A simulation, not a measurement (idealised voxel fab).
The document below concerns the process module designated voxel transistor to metal.
We display cut, a cross-section 185 nm in width whose square cells are each 5 nm.
Cross-section, as written here: a square-cell grid given band by band from the top down, where a band holds one or more rows of cells.
In this notation a band is specified by the heights of its top and bottom, in that order and in nm, after which its materials appear from left to right, each paired with its width in nm. The word "edge to edge" attached to a single material means that material fills the band from edge to edge; the word "blank" stands for empty space.
Counting heights begins at 0, where everything beneath is, in the wafer as received, one material. The lowest band has no bottom; it goes on downwards, as "from 0 down" shows.
So if you see something like "30 to 40" for the width, read it as the top row of the band sitting at the first number and the bottom row at the second, with every row in between moving by the same amount as the last.
"same as before" (step): cross-section cells unchanged, all of them.
In the "Closed void register" entry, you get each enclosed empty space of 8 cells or more, one with no open way to the top, written width x height at distance, distance from the left edge, in nm.
Formally, on a step line, whatever follows the settings is a remark that the simulator itself makes on the step.
"overlay nm", when on a step's line for a step with a mask, measures how far to the right of its planned place the mask lay; a negative measure means to the left.
For the reader: what remains of this document is a series of pairs, each showing a cross-section before one process step and a cross-section after that step which reaches down only to the lowest band that changed, with the step between them and its settings set out under the pair. It should not be assumed that a pair continues from the pair above it; the pairs can come from different runs of this module on the same starting wafer, and such continuity exists only where the entry headed "Pre-step cross-section" says so.

# Pre-step cross-section
    from 0 down = Si edge to edge
    Closed void register: none

# Sectional View, Post-Process
    from 5 to 0 = SiO2 edge to edge
    Note: structure below 0 unchanged.
    Closed void register: none
Step that separates the before view from the after view above: op CONFORMAL_DEP | material SiO2 | thk nm 5

Pre-step cross-section: taken from the pair above, after panel.

# Sectional View, Post-Process
    from 15 to 5 = SiN edge to edge
    Note: structure below 5 unchanged.
    Closed void register: none
Step that separates the before view from the after view above: op CONFORMAL_DEP | material SiN | thk nm 10

Pre-step cross-section: taken from the pair above, after panel.

# Sectional View, Post-Process
    from 15 to 5 = blank 40 nm; SiN 105 nm; blank 40 nm
    Note: structure below 5 unchanged.
    Closed void register: none
Step that separates the before view from the after view above: op MASKED_ETCH | tone cover | mask id ACTIVE | width nm 105 | etch materials SiN | depth nm 10 | overlay nm 0

Pre-step cross-section: taken from the pair above, after panel.

# Sectional View, Post-Process
    from 15 to 5 = blank 40 nm; SiN 105 nm; blank 40 nm
    from 5 to 0 = blank 40 nm; SiO2 105 nm; blank 40 nm
    Note: structure below 0 unchanged.
    Closed void register: none
Step that separates the before view from the after view above: op MASKED_ETCH | tone cover | mask id ACTIVE | width nm 105 | etch materials SiO2 | depth nm 5 | overlay nm 0

Pre-step cross-section: taken from the pair above, after panel.

# Sectional View, Post-Process
    from 15 to 5 = blank 40 nm; SiN 105 nm; blank 40 nm
    from 5 to 0 = blank 40 nm; SiO2 105 nm; blank 40 nm
    from 0 to -20 = blank 40 nm; Si 105 nm; blank 40 nm
    Note: structure below -20 unchanged.
    Closed void register: none
Step that separates the before view from the after view above: op MASKED_ETCH | tone cover | mask id ACTIVE | width nm 105 | etch materials Si | depth nm 20 | overlay nm 0

Pre-step cross-section: taken from the pair above, after panel.

# Sectional View, Post-Process
    from 15 to 5 = blank 40 nm; SiN 105 nm; blank 40 nm
    from 5 to 0 = blank 40 nm; SiO2 105 nm; blank 40 nm
    from 0 to -20 = blank 40 nm; SiO2 5 nm; Si 95 nm; SiO2 5 nm; blank 40 nm
    from -20 to -25 = SiO2 45 nm; Si 95 nm; SiO2 45 nm
    Note: structure below -25 unchanged.
    Closed void register: none
Step that separates the before view from the after view above: op OXIDIZE | depth nm 5

Pre-step cross-section: taken from the pair above, after panel.

# Sectional View, Post-Process
    from 20 to 15 = SiO2 edge to edge
    from 15 to 5 = SiO2 40 nm; SiN 105 nm; SiO2 40 nm
    from 5 to 0 = SiO2 edge to edge
    from 0 to -25 = SiO2 45 nm; Si 95 nm; SiO2 45 nm
    Note: structure below -25 unchanged.
    Closed void register: none
Step that separates the before view from the after view above: op FILL_DEP | material SiO2 | thk nm 5

Pre-step cross-section: taken from the pair above, after panel.

# Sectional View, Post-Process
    from 15 to 5 = SiO2 40 nm; SiN 105 nm; SiO2 40 nm
    Note: structure below 5 unchanged.
    Closed void register: none
Step that separates the before view from the after view above: op CMP | height nm 15

Pre-step cross-section: taken from the pair above, after panel.

# Sectional View, Post-Process
    from 15 to 5 = blank 40 nm; SiN 105 nm; blank 40 nm
    Note: structure below 5 unchanged.
    Closed void register: none
Step that separates the before view from the after view above: op SELECTIVE_ETCH | etch materials SiO2 | depth nm 10

Pre-step cross-section: taken from the pair above, after panel.

# Sectional View, Post-Process
    from 5 to 0 = SiO2 edge to edge
    Note: structure below 0 unchanged.
    Closed void register: none
Step that separates the before view from the after view above: op STRIP | etch materials SiN

Pre-step cross-section: taken from the pair above, after panel.

# Sectional View, Post-Process
    from 0 to -25 = SiO2 45 nm; Si 95 nm; SiO2 45 nm
    Note: structure below -25 unchanged.
    Closed void register: none
Step that separates the before view from the after view above: op SELECTIVE_ETCH | etch materials SiO2 | depth nm 5

Pre-step cross-section: taken from the pair above, after panel.

# Sectional View, Post-Process
    from 0 to -5 = SiO2 edge to edge
    Note: structure below -5 unchanged.
    Closed void register: none
Step that separates the before view from the after view above: op OXIDIZE | depth nm 5

Pre-step cross-section: taken from the pair above, after panel.

# Sectional View, Post-Process
    from 25 to 0 = polySi edge to edge
    Note: structure below 0 unchanged.
    Closed void register: none
Step that separates the before view from the after view above: op DIRECTIONAL_DEP | material polySi | thk nm 25

Pre-step cross-section: taken from the pair above, after panel.

# Sectional View, Post-Process
    from 40 to 25 = SiCN edge to edge
    Note: structure below 25 unchanged.
    Closed void register: none
Step that separates the before view from the after view above: op DIRECTIONAL_DEP | material SiCN | thk nm 15

Pre-step cross-section: taken from the pair above, after panel.

# Sectional View, Post-Process
    from 50 to 40 = aC edge to edge
    Note: structure below 40 unchanged.
    Closed void register: none
Step that separates the before view from the after view above: op DIRECTIONAL_DEP | material aC | thk nm 10

Pre-step cross-section: taken from the pair above, after panel.

# Sectional View, Post-Process
    from 80 to 50 = blank 85 nm; resist 15 nm; blank 85 nm
    Note: structure below 50 unchanged.
    Closed void register: none
Step that separates the before view from the after view above: op PATTERN | tone cover | mask id GATE | material resist | width nm 15 | thk nm 30 | overlay nm 0

Pre-step cross-section: taken from the pair above, after panel.

# Sectional View, Post-Process
    from 70 to 50 = blank 85 nm; resist 15 nm; blank 85 nm
    from 50 to 40 = blank 85 nm; aC 15 nm; blank 85 nm
    Note: structure below 40 unchanged.
    Closed void register: none
Step that separates the before view from the after view above: op DIRECTIONAL_ETCH | etch materials aC | depth nm 10

Pre-step cross-section: taken from the pair above, after panel.

# Sectional View, Post-Process
    from 50 to 40 = blank 85 nm; aC 15 nm; blank 85 nm
    Note: structure below 40 unchanged.
    Closed void register: none
Step that separates the before view from the after view above: op STRIP | etch materials resist

Pre-step cross-section: taken from the pair above, after panel.

# Sectional View, Post-Process
    from 50 to 40 = blank 85 nm; aC 15 nm; blank 85 nm
    from 40 to 25 = blank 85 nm; SiCN 15 nm; blank 85 nm
    Note: structure below 25 unchanged.
    Closed void register: none
Step that separates the before view from the after view above: op DIRECTIONAL_ETCH | etch materials SiCN | depth nm 25

Pre-step cross-section: taken from the pair above, after panel.

# Sectional View, Post-Process
    from 50 to 40 = blank 85 nm; aC 15 nm; blank 85 nm
    from 40 to 25 = blank 85 nm; SiCN 15 nm; blank 85 nm
    from 25 to 0 = blank 85 nm; polySi 15 nm; blank 85 nm
    Note: structure below 0 unchanged.
    Closed void register: none
Step that separates the before view from the after view above: op DIRECTIONAL_ETCH | etch materials polySi | depth nm 35

Pre-step cross-section: taken from the pair above, after panel.

# Sectional View, Post-Process
    from 40 to 25 = blank 85 nm; SiCN 15 nm; blank 85 nm
    Note: structure below 25 unchanged.
    Closed void register: none
Step that separates the before view from the after view above: op STRIP | etch materials aC

Pre-step cross-section: taken from the pair above, after panel.

# Sectional View, Post-Process
    from 45 to 40 = blank 80 nm; SiO2 25 nm; blank 80 nm
    from 40 to 25 = blank 80 nm; SiO2 5 nm; SiCN 15 nm; SiO2 5 nm; blank 80 nm
    from 25 to 5 = blank 80 nm; SiO2 5 nm; polySi 15 nm; SiO2 5 nm; blank 80 nm
    from 5 to 0 = SiO2 85 nm; polySi 15 nm; SiO2 85 nm
    Note: structure below 0 unchanged.
    Closed void register: none
Step that separates the before view from the after view above: op CONFORMAL_DEP | material SiO2 | thk nm 5

Pre-step cross-section: taken from the pair above, after panel.

# Sectional View, Post-Process
    from 40 to 25 = blank 80 nm; SiO2 5 nm; SiCN 15 nm; SiO2 5 nm; blank 80 nm
    from 25 to 0 = blank 80 nm; SiO2 5 nm; polySi 15 nm; SiO2 5 nm; blank 80 nm
    Note: structure below 0 unchanged.
    Closed void register: none
Step that separates the before view from the after view above: op DIRECTIONAL_ETCH | etch materials SiO2 | depth nm 5

Pre-step cross-section: taken from the pair above, after panel.

# Sectional View, Post-Process
    from 45 to 40 = blank 75 nm; SiN 35 nm; blank 75 nm
    from 40 to 25 = blank 75 nm; SiN 5 nm; SiO2 5 nm; SiCN 15 nm; SiO2 5 nm; SiN 5 nm; blank 75 nm
    from 25 to 5 = blank 75 nm; SiN 5 nm; SiO2 5 nm; polySi 15 nm; SiO2 5 nm; SiN 5 nm; blank 75 nm
    from 5 to 0 = SiN 80 nm; SiO2 5 nm; polySi 15 nm; SiO2 5 nm; SiN 80 nm
    Note: structure below 0 unchanged.
    Closed void register: none
Step that separates the before view from the after view above: op CONFORMAL_DEP | material SiN | thk nm 5

Pre-step cross-section: taken from the pair above, after panel.

# Sectional View, Post-Process
    from 40 to 25 = blank 75 nm; SiN 5 nm; SiO2 5 nm; SiCN 15 nm; SiO2 5 nm; SiN 5 nm; blank 75 nm
    from 25 to 0 = blank 75 nm; SiN 5 nm; SiO2 5 nm; polySi 15 nm; SiO2 5 nm; SiN 5 nm; blank 75 nm
    Note: structure below 0 unchanged.
    Closed void register: none
Step that separates the before view from the after view above: op DIRECTIONAL_ETCH | etch materials SiN | depth nm 5

Pre-step cross-section: taken from the pair above, after panel.

# Sectional View, Post-Process
    from 40 to 35 = blank 75 nm; SiN 5 nm; blank 5 nm; SiCN 15 nm; blank 5 nm; SiN 5 nm; blank 75 nm
    from 35 to 25 = blank 75 nm; SiN 5 nm; SiO2 5 nm; SiCN 15 nm; SiO2 5 nm; SiN 5 nm; blank 75 nm
    from 25 to 0 = blank 75 nm; SiN 5 nm; SiO2 5 nm; polySi 15 nm; SiO2 5 nm; SiN 5 nm; blank 75 nm
    from 0 to -5 = blank 75 nm; SiO2 35 nm; blank 75 nm
    Note: structure below -5 unchanged.
    Closed void register: none
Step that separates the before view from the after view above: op DIRECTIONAL_ETCH | etch materials SiO2 | depth nm 5

Pre-step cross-section: taken from the pair above, after panel.

# Sectional View, Post-Process
    from 40 to 35 = blank 75 nm; SiN 5 nm; blank 5 nm; SiCN 15 nm; blank 5 nm; SiN 5 nm; blank 75 nm
    from 35 to 25 = blank 75 nm; SiN 5 nm; SiO2 5 nm; SiCN 15 nm; SiO2 5 nm; SiN 5 nm; blank 75 nm
    from 25 to 0 = blank 75 nm; SiN 5 nm; SiO2 5 nm; polySi 15 nm; SiO2 5 nm; SiN 5 nm; blank 75 nm
    from 0 to -5 = blank 75 nm; SiO2 35 nm; blank 75 nm
    from -5 to -10 = SiO2 45 nm; blank 30 nm; Si 35 nm; blank 30 nm; SiO2 45 nm
    Note: structure below -10 unchanged.
    Closed void register: none
Step that separates the before view from the after view above: op DIRECTIONAL_ETCH | etch materials Si | depth nm 5

Pre-step cross-section: taken from the pair above, after panel.

# Sectional View, Post-Process
    from 40 to 35 = blank 75 nm; SiN 5 nm; blank 5 nm; SiCN 15 nm; blank 5 nm; SiN 5 nm; blank 75 nm
    from 35 to 25 = blank 75 nm; SiN 5 nm; SiO2 5 nm; SiCN 15 nm; SiO2 5 nm; SiN 5 nm; blank 75 nm
    from 25 to 5 = blank 75 nm; SiN 5 nm; SiO2 5 nm; polySi 15 nm; SiO2 5 nm; SiN 5 nm; blank 75 nm
    from 5 to 0 = blank 65 nm; pSi 10 nm; SiN 5 nm; SiO2 5 nm; polySi 15 nm; SiO2 5 nm; SiN 5 nm; pSi 10 nm; blank 65 nm
    from 0 to -5 = blank 40 nm; pSi 35 nm; SiO2 35 nm; pSi 35 nm; blank 40 nm
    from -5 to -10 = SiO2 45 nm; pSi 30 nm; Si 35 nm; pSi 30 nm; SiO2 45 nm
    Note: structure below -10 unchanged.
    Closed void register: none
Step that separates the before view from the after view above: op EPI | material pSi | thk nm 10

Pre-step cross-section: taken from the pair above, after panel.

# Sectional View, Post-Process
    from 50 to 40 = SiO2 edge to edge
    from 40 to 25 = SiO2 75 nm; SiN 5 nm; SiO2 5 nm; SiCN 15 nm; SiO2 5 nm; SiN 5 nm; SiO2 75 nm
    from 25 to 5 = SiO2 75 nm; SiN 5 nm; SiO2 5 nm; polySi 15 nm; SiO2 5 nm; SiN 5 nm; SiO2 75 nm
    from 5 to 0 = SiO2 65 nm; pSi 10 nm; SiN 5 nm; SiO2 5 nm; polySi 15 nm; SiO2 5 nm; SiN 5 nm; pSi 10 nm; SiO2 65 nm
    from 0 to -5 = SiO2 40 nm; pSi 35 nm; SiO2 35 nm; pSi 35 nm; SiO2 40 nm
    Note: structure below -5 unchanged.
    Closed void register: none
Step that separates the before view from the after view above: op FILL_DEP | material SiO2 | thk nm 10

Pre-step cross-section: taken from the pair above, after panel.

# Sectional View, Post-Process
    from 40 to 25 = SiO2 75 nm; SiN 5 nm; SiO2 5 nm; SiCN 15 nm; SiO2 5 nm; SiN 5 nm; SiO2 75 nm
    Note: structure below 25 unchanged.
    Closed void register: none
Step that separates the before view from the after view above: op CMP | height nm 40

Pre-step cross-section: taken from the pair above, after panel.

# Sectional View, Post-Process
    from 50 to 40 = SiO2 edge to edge
    Note: structure below 40 unchanged.
    Closed void register: none
Step that separates the before view from the after view above: op DIRECTIONAL_DEP | material SiO2 | thk nm 10

Pre-step cross-section: taken from the pair above, after panel.

# Sectional View, Post-Process
    from 65 to 50 = resist 45 nm; blank 20 nm; resist 55 nm; blank 20 nm; resist 45 nm
    Note: structure below 50 unchanged.
    Closed void register: none
Step that separates the before view from the after view above: op PATTERN | tone open | mask id CONTACT | material resist | width nm 20 | pitch nm 75 | thk nm 15 | overlay nm 0

Pre-step cross-section: taken from the pair above, after panel.

# Sectional View, Post-Process
    from 65 to 50 = resist 45 nm; blank 20 nm; resist 55 nm; blank 20 nm; resist 45 nm
    from 50 to 40 = SiO2 45 nm; blank 20 nm; SiO2 55 nm; blank 20 nm; SiO2 45 nm
    from 40 to 25 = SiO2 45 nm; blank 20 nm; SiO2 10 nm; SiN 5 nm; SiO2 5 nm; SiCN 15 nm; SiO2 5 nm; SiN 5 nm; SiO2 10 nm; blank 20 nm; SiO2 45 nm
    from 25 to 5 = SiO2 45 nm; blank 20 nm; SiO2 10 nm; SiN 5 nm; SiO2 5 nm; polySi 15 nm; SiO2 5 nm; SiN 5 nm; SiO2 10 nm; blank 20 nm; SiO2 45 nm
    from 5 to 0 = SiO2 45 nm; blank 20 nm; pSi 10 nm; SiN 5 nm; SiO2 5 nm; polySi 15 nm; SiO2 5 nm; SiN 5 nm; pSi 10 nm; blank 20 nm; SiO2 45 nm
    Note: structure below 0 unchanged.
    Closed void register: none
Step that separates the before view from the after view above: op DIRECTIONAL_ETCH | etch materials SiO2 | depth nm 50

Pre-step cross-section: taken from the pair above, after panel.

# Sectional View, Post-Process
    from 50 to 40 = SiO2 45 nm; blank 20 nm; SiO2 55 nm; blank 20 nm; SiO2 45 nm
    Note: structure below 40 unchanged.
    Closed void register: none
Step that separates the before view from the after view above: op STRIP | etch materials resist

Pre-step cross-section: taken from the pair above, after panel.

# Sectional View, Post-Process
    from 55 to 50 = TiN 50 nm; blank 10 nm; TiN 65 nm; blank 10 nm; TiN 50 nm
    from 50 to 40 = SiO2 45 nm; TiN 5 nm; blank 10 nm; TiN 5 nm; SiO2 55 nm; TiN 5 nm; blank 10 nm; TiN 5 nm; SiO2 45 nm
    from 40 to 25 = SiO2 45 nm; TiN 5 nm; blank 10 nm; TiN 5 nm; SiO2 10 nm; SiN 5 nm; SiO2 5 nm; SiCN 15 nm; SiO2 5 nm; SiN 5 nm; SiO2 10 nm; TiN 5 nm; blank 10 nm; TiN 5 nm; SiO2 45 nm
    from 25 to 5 = SiO2 45 nm; TiN 5 nm; blank 10 nm; TiN 5 nm; SiO2 10 nm; SiN 5 nm; SiO2 5 nm; polySi 15 nm; SiO2 5 nm; SiN 5 nm; SiO2 10 nm; TiN 5 nm; blank 10 nm; TiN 5 nm; SiO2 45 nm
    from 5 to 0 = SiO2 45 nm; TiN 20 nm; pSi 10 nm; SiN 5 nm; SiO2 5 nm; polySi 15 nm; SiO2 5 nm; SiN 5 nm; pSi 10 nm; TiN 20 nm; SiO2 45 nm
    Note: structure below 0 unchanged.
    Closed void register: none
Step that separates the before view from the after view above: op CONFORMAL_DEP | material TiN | thk nm 5

Pre-step cross-section: taken from the pair above, after panel.

# Sectional View, Post-Process
    from 65 to 55 = W edge to edge
    from 55 to 50 = TiN 50 nm; W 10 nm; TiN 65 nm; W 10 nm; TiN 50 nm
    from 50 to 40 = SiO2 45 nm; TiN 5 nm; W 10 nm; TiN 5 nm; SiO2 55 nm; TiN 5 nm; W 10 nm; TiN 5 nm; SiO2 45 nm
    from 40 to 25 = SiO2 45 nm; TiN 5 nm; W 10 nm; TiN 5 nm; SiO2 10 nm; SiN 5 nm; SiO2 5 nm; SiCN 15 nm; SiO2 5 nm; SiN 5 nm; SiO2 10 nm; TiN 5 nm; W 10 nm; TiN 5 nm; SiO2 45 nm
    from 25 to 5 = SiO2 45 nm; TiN 5 nm; W 10 nm; TiN 5 nm; SiO2 10 nm; SiN 5 nm; SiO2 5 nm; polySi 15 nm; SiO2 5 nm; SiN 5 nm; SiO2 10 nm; TiN 5 nm; W 10 nm; TiN 5 nm; SiO2 45 nm
    Note: structure below 5 unchanged.
    Closed void register: none
Step that separates the before view from the after view above: op FILL_DEP | material W | thk nm 10

Pre-step cross-section: taken from the pair above, after panel.

# Sectional View, Post-Process
    from 50 to 40 = SiO2 45 nm; TiN 5 nm; W 10 nm; TiN 5 nm; SiO2 55 nm; TiN 5 nm; W 10 nm; TiN 5 nm; SiO2 45 nm
    Note: structure below 40 unchanged.
    Closed void register: none
Step that separates the before view from the after view above: op CMP | height nm 50

Pre-step cross-section: taken from the pair above, after panel.

# Sectional View, Post-Process
    from 55 to 50 = TiN edge to edge
    Note: structure below 50 unchanged.
    Closed void register: none
Step that separates the before view from the after view above: op DIRECTIONAL_DEP | material TiN | thk nm 5

Pre-step cross-section: taken from the pair above, after panel.

# Sectional View, Post-Process
    from 80 to 55 = Ru edge to edge
    Note: structure below 55 unchanged.
    Closed void register: none
Step that separates the before view from the after view above: op DIRECTIONAL_DEP | material Ru | thk nm 25

Pre-step cross-section: taken from the pair above, after panel.

# Sectional View, Post-Process
    from 90 to 80 = aC edge to edge
    Note: structure below 80 unchanged.
    Closed void register: none
Step that separates the before view from the after view above: op DIRECTIONAL_DEP | material aC | thk nm 10

Pre-step cross-section: taken from the pair above, after panel.

# Sectional View, Post-Process
    from 120 to 90 = blank 45 nm; resist 20 nm; blank 55 nm; resist 20 nm; blank 45 nm
    Note: structure below 90 unchanged.
    Closed void register: none
Step that separates the before view from the after view above: op PATTERN | tone cover | mask id METAL_1 | material resist | width nm 20 | pitch nm 75 | thk nm 30 | overlay nm 0

Pre-step cross-section: taken from the pair above, after panel.

# Sectional View, Post-Process
    from 110 to 90 = blank 45 nm; resist 20 nm; blank 55 nm; resist 20 nm; blank 45 nm
    from 90 to 80 = blank 45 nm; aC 20 nm; blank 55 nm; aC 20 nm; blank 45 nm
    Note: structure below 80 unchanged.
    Closed void register: none
Step that separates the before view from the after view above: op DIRECTIONAL_ETCH | etch materials aC | depth nm 10

Pre-step cross-section: taken from the pair above, after panel.

# Sectional View, Post-Process
    from 90 to 80 = blank 45 nm; aC 20 nm; blank 55 nm; aC 20 nm; blank 45 nm
    Note: structure below 80 unchanged.
    Closed void register: none
Step that separates the before view from the after view above: op STRIP | etch materials resist

Pre-step cross-section: taken from the pair above, after panel.

# Sectional View, Post-Process
    from 90 to 80 = blank 45 nm; aC 20 nm; blank 55 nm; aC 20 nm; blank 45 nm
    from 80 to 55 = blank 45 nm; Ru 20 nm; blank 55 nm; Ru 20 nm; blank 45 nm
    Note: structure below 55 unchanged.
    Closed void register: none
Step that separates the before view from the after view above: op DIRECTIONAL_ETCH | etch materials Ru | depth nm 25

Pre-step cross-section: taken from the pair above, after panel.

# Sectional View, Post-Process
    from 90 to 80 = blank 45 nm; aC 20 nm; blank 55 nm; aC 20 nm; blank 45 nm
    from 80 to 55 = blank 45 nm; Ru 20 nm; blank 55 nm; Ru 20 nm; blank 45 nm
    from 55 to 50 = blank 45 nm; TiN 20 nm; blank 55 nm; TiN 20 nm; blank 45 nm
    Note: structure below 50 unchanged.
    Closed void register: none
Step that separates the before view from the after view above: op DIRECTIONAL_ETCH | etch materials TiN | depth nm 5

Pre-step cross-section: taken from the pair above, after panel.

# Sectional View, Post-Process
    from 80 to 55 = blank 45 nm; Ru 20 nm; blank 55 nm; Ru 20 nm; blank 45 nm
    Note: structure below 55 unchanged.
    Closed void register: none
Step that separates the before view from the after view above: op STRIP | etch materials aC

Pre-step cross-section: taken from the pair above, after panel.

# Sectional View, Post-Process
    from 85 to 80 = blank 40 nm; SiN 30 nm; blank 45 nm; SiN 30 nm; blank 40 nm
    from 80 to 55 = blank 40 nm; SiN 5 nm; Ru 20 nm; SiN 5 nm; blank 45 nm; SiN 5 nm; Ru 20 nm; SiN 5 nm; blank 40 nm
    from 55 to 50 = SiN 45 nm; TiN 20 nm; SiN 55 nm; TiN 20 nm; SiN 45 nm
    Note: structure below 50 unchanged.
    Closed void register: none
Step that separates the before view from the after view above: op CONFORMAL_DEP | material SiN | thk nm 5

Pre-step cross-section: taken from the pair above, after panel.

# Sectional View, Post-Process
    from 90 to 85 = lowk edge to edge
    from 85 to 80 = lowk 40 nm; SiN 30 nm; lowk 45 nm; SiN 30 nm; lowk 40 nm
    from 80 to 55 = lowk 40 nm; SiN 5 nm; Ru 20 nm; SiN 5 nm; lowk 45 nm; SiN 5 nm; Ru 20 nm; SiN 5 nm; lowk 40 nm
    Note: structure below 55 unchanged.
    Closed void register: none
Step that separates the before view from the after view above: op FILL_DEP | material lowk | thk nm 5

Pre-step cross-section: taken from the pair above, after panel.

# Sectional View, Post-Process
    from 80 to 55 = lowk 40 nm; SiN 5 nm; Ru 20 nm; SiN 5 nm; lowk 45 nm; SiN 5 nm; Ru 20 nm; SiN 5 nm; lowk 40 nm
    Note: structure below 55 unchanged.
    Closed void register: none
Step that separates the before view from the after view above: op CMP | height nm 80

Pre-step cross-section: taken from the pair above, after panel.

# Sectional View, Post-Process
    from 85 to 80 = SiCN edge to edge
    Note: structure below 80 unchanged.
    Closed void register: none
Step that separates the before view from the after view above: op CONFORMAL_DEP | material SiCN | thk nm 5

# Pre-step cross-section
    from 0 down = Si edge to edge
    Closed void register: none

# Sectional View, Post-Process
    from 10 to 0 = SiN edge to edge
    Note: structure below 0 unchanged.
    Closed void register: none
Step that separates the before view from the after view above: op CONFORMAL_DEP | material SiN | thk nm 10

Pre-step cross-section: taken from the pair above, after panel.

# Sectional View, Post-Process
    from 10 to 0 = blank 40 nm; SiN 105 nm; blank 40 nm
    Note: structure below 0 unchanged.
    Closed void register: none
Step that separates the before view from the after view above: op MASKED_ETCH | tone cover | mask id ACTIVE | width nm 105 | etch materials SiN | depth nm 10 | overlay nm 0

Pre-step cross-section: taken from the pair above, after panel.

# Sectional View, Post-Process
    from 10 to 0 = blank 40 nm; SiN 105 nm; blank 40 nm
    from 0 to -20 = blank 40 nm; Si 105 nm; blank 40 nm
    Note: structure below -20 unchanged.
    Closed void register: none
Step that separates the before view from the after view above: op MASKED_ETCH | tone cover | mask id ACTIVE | width nm 105 | etch materials Si | depth nm 20 | overlay nm 0

Pre-step cross-section: taken from the pair above, after panel.

# Sectional View, Post-Process
    from 10 to 0 = blank 40 nm; SiN 105 nm; blank 40 nm
    from 0 to -20 = blank 40 nm; SiO2 5 nm; Si 95 nm; SiO2 5 nm; blank 40 nm
    from -20 to -25 = SiO2 45 nm; Si 95 nm; SiO2 45 nm
    Note: structure below -25 unchanged.
    Closed void register: none
Step that separates the before view from the after view above: op OXIDIZE | depth nm 5

Pre-step cross-section: taken from the pair above, after panel.

# Sectional View, Post-Process
    from 15 to 10 = SiO2 edge to edge
    from 10 to 0 = SiO2 40 nm; SiN 105 nm; SiO2 40 nm
    from 0 to -25 = SiO2 45 nm; Si 95 nm; SiO2 45 nm
    Note: structure below -25 unchanged.
    Closed void register: none
Step that separates the before view from the after view above: op FILL_DEP | material SiO2 | thk nm 5

Pre-step cross-section: taken from the pair above, after panel.

# Sectional View, Post-Process
    from 10 to 5 = blank 40 nm; SiN 105 nm; blank 40 nm
    Note: structure below 5 unchanged.
    Closed void register: none
Step that separates the before view from the after view above: op SELECTIVE_ETCH | etch materials SiO2 | depth nm 10

Pre-step cross-section: taken from the pair above, after panel.

# Sectional View, Post-Process
    from 5 to 0 = SiO2 40 nm; blank 105 nm; SiO2 40 nm
    Note: structure below 0 unchanged.
    Closed void register: none
Step that separates the before view from the after view above: op STRIP | etch materials SiN

Pre-step cross-section: taken from the pair above, after panel.

# Sectional View, Post-Process
    from 0 to -5 = SiO2 35 nm; blank 10 nm; Si 95 nm; blank 10 nm; SiO2 35 nm
    Note: structure below -5 unchanged.
    Closed void register: none
Step that separates the before view from the after view above: op SELECTIVE_ETCH | etch materials SiO2 | depth nm 5

Pre-step cross-section: taken from the pair above, after panel.

# Sectional View, Post-Process
    from 0 to -5 = SiO2 35 nm; blank 10 nm; SiO2 95 nm; blank 10 nm; SiO2 35 nm
    from -5 to -10 = SiO2 50 nm; Si 85 nm; SiO2 50 nm
    Note: structure below -10 unchanged.
    Closed void register: none
Step that separates the before view from the after view above: op OXIDIZE | depth nm 5

Pre-step cross-section: taken from the pair above, after panel.

# Sectional View, Post-Process
    from 25 to 20 = polySi 35 nm; blank 10 nm; polySi 95 nm; blank 10 nm; polySi 35 nm
    from 20 to 0 = polySi edge to edge
    from 0 to -5 = SiO2 35 nm; polySi 10 nm; SiO2 95 nm; polySi 10 nm; SiO2 35 nm
    Note: structure below -5 unchanged.
    Closed void register: none
Step that separates the before view from the after view above: op DIRECTIONAL_DEP | material polySi | thk nm 25

Pre-step cross-section: taken from the pair above, after panel.

# Sectional View, Post-Process
    from 40 to 35 = SiCN 35 nm; blank 10 nm; SiCN 95 nm; blank 10 nm; SiCN 35 nm
    from 35 to 25 = SiCN edge to edge
    from 25 to 20 = polySi 35 nm; SiCN 10 nm; polySi 95 nm; SiCN 10 nm; polySi 35 nm
    Note: structure below 20 unchanged.
    Closed void register: none
Step that separates the before view from the after view above: op DIRECTIONAL_DEP | material SiCN | thk nm 15

Pre-step cross-section: taken from the pair above, after panel.

# Sectional View, Post-Process
    from 50 to 45 = aC 35 nm; blank 10 nm; aC 95 nm; blank 10 nm; aC 35 nm
    from 45 to 40 = aC edge to edge
    from 40 to 35 = SiCN 35 nm; aC 10 nm; SiCN 95 nm; aC 10 nm; SiCN 35 nm
    Note: structure below 35 unchanged.
    Closed void register: none
Step that separates the before view from the after view above: op DIRECTIONAL_DEP | material aC | thk nm 10

Pre-step cross-section: taken from the pair above, after panel.

# Sectional View, Post-Process
    from 80 to 50 = blank 85 nm; resist 15 nm; blank 85 nm
    Note: structure below 50 unchanged.
    Closed void register: none
Step that separates the before view from the after view above: op PATTERN | tone cover | mask id GATE | material resist | width nm 15 | thk nm 30 | overlay nm 0

Pre-step cross-section: taken from the pair above, after panel.

# Sectional View, Post-Process
    from 70 to 50 = blank 85 nm; resist 15 nm; blank 85 nm
    from 50 to 40 = blank 85 nm; aC 15 nm; blank 85 nm
    from 40 to 35 = SiCN 35 nm; blank 10 nm; SiCN 95 nm; blank 10 nm; SiCN 35 nm
    Note: structure below 35 unchanged.
    Closed void register: none
Step that separates the before view from the after view above: op DIRECTIONAL_ETCH | etch materials aC | depth nm 10

Pre-step cross-section: taken from the pair above, after panel.

# Sectional View, Post-Process
    from 50 to 40 = blank 85 nm; aC 15 nm; blank 85 nm
    Note: structure below 40 unchanged.
    Closed void register: none
Step that separates the before view from the after view above: op STRIP | etch materials resist

Pre-step cross-section: taken from the pair above, after panel.

# Sectional View, Post-Process
    from 50 to 40 = blank 85 nm; aC 15 nm; blank 85 nm
    from 40 to 25 = blank 85 nm; SiCN 15 nm; blank 85 nm
    from 25 to 20 = polySi 35 nm; blank 10 nm; polySi 95 nm; blank 10 nm; polySi 35 nm
    Note: structure below 20 unchanged.
    Closed void register: none
Step that separates the before view from the after view above: op DIRECTIONAL_ETCH | etch materials SiCN | depth nm 25

Pre-step cross-section: taken from the pair above, after panel.

# Sectional View, Post-Process
    from 50 to 40 = blank 85 nm; aC 15 nm; blank 85 nm
    from 40 to 25 = blank 85 nm; SiCN 15 nm; blank 85 nm
    from 25 to 0 = blank 85 nm; polySi 15 nm; blank 85 nm
    from 0 to -5 = SiO2 35 nm; blank 10 nm; SiO2 95 nm; blank 10 nm; SiO2 35 nm
    Note: structure below -5 unchanged.
    Closed void register: none
Step that separates the before view from the after view above: op DIRECTIONAL_ETCH | etch materials polySi | depth nm 35

Pre-step cross-section: taken from the pair above, after panel.

# Sectional View, Post-Process
    from 40 to 25 = blank 85 nm; SiCN 15 nm; blank 85 nm
    Note: structure below 25 unchanged.
    Closed void register: none
Step that separates the before view from the after view above: op STRIP | etch materials aC
